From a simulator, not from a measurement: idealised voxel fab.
Title: Process Module voxel spacer lines
Square cell edge 5 nm, section width 200 nm, ID cut.
This document writes a cross-section as a grid whose cells are square, and gives it as bands, listed from the top down; one or more rows of cells form a band. Heads up on the band format: heights come first, top then bottom, in nm. After that it's the materials left to right, each with its width in nm. A single material flagged "everywhere" fills the whole band edge to edge, and "blank" means there's empty space there. Convention: height 0 is the level below which the wafer, as received, is all one material. The lowest band does not terminate at the bottom but continues downward, represented as "top 0, no bottom". Graded width ("30 to 40"): value in top row of band = first number; value in bottom row = second number; row-to-row change constant. "remains unaltered" -> step changed no cross-section cell. "Closed void catalog" enumerates empty spaces isolated from the top, with no open way to it, that contain at least 8 cells, giving each as width x height at distance from the left edge, all three in nm. The remark found on a step's line after its settings is issued by the simulator itself and pertains to that step. "overlay nm", when on a step's line for a step with a mask, measures how far to the right of its planned place the mask lay; a negative measure means to the left.

List of planned process steps:
1,RECEIVE with material Si
2,CONFORMAL_DEP with material Al2O3, thk nm 5
3,DIRECTIONAL_DEP with material TiN, thk nm 20
4,DIRECTIONAL_DEP with material polySi, thk nm 20
5,PATTERN with tone cover, mask id MANDREL, material resist, width nm 20, pitch nm 70, thk nm 25, overlay nm 0
6,DIRECTIONAL_ETCH with etch materials polySi, depth nm 20
7,STRIP with etch materials resist
8,CONFORMAL_DEP with material SiO2, thk nm 15
9,DIRECTIONAL_ETCH with etch materials SiO2, depth nm 15
10,STRIP with etch materials polySi
11,DIRECTIONAL_ETCH with etch materials TiN, depth nm 20
12,STRIP with etch materials SiO2

Cross-section of the incoming wafer, state after step 1:
* top 0, no bottom = Si everywhere
* Closed void catalog: none

First of two wafers, end-of-module section, run followed plan:
* top 25, bottom 5 = blank=40; TiN=15; blank=20; TiN=15; blank=20; TiN=15; blank=20; TiN=15; blank=40
* top 5, bottom 0 = Al2O3 everywhere
* top 0, no bottom = Si everywhere
* Closed void catalog: none

Wafer two (of two), end-of-module cross-section: start = wafer one, plan = wafer one, one run mistake:
* top 20, bottom 0 = blank=40; TiN=15; blank=20; TiN=15; blank=20; TiN=15; blank=20; TiN=15; blank=40
* top 0, no bottom = Si everywhere
* Closed void catalog: none
What was done differently from what was planned? step 2 of the plan got skipped, so it never ran
Final comparison by cell count, materials where the second wafer has more or fewer than the first: Al2O3 -40
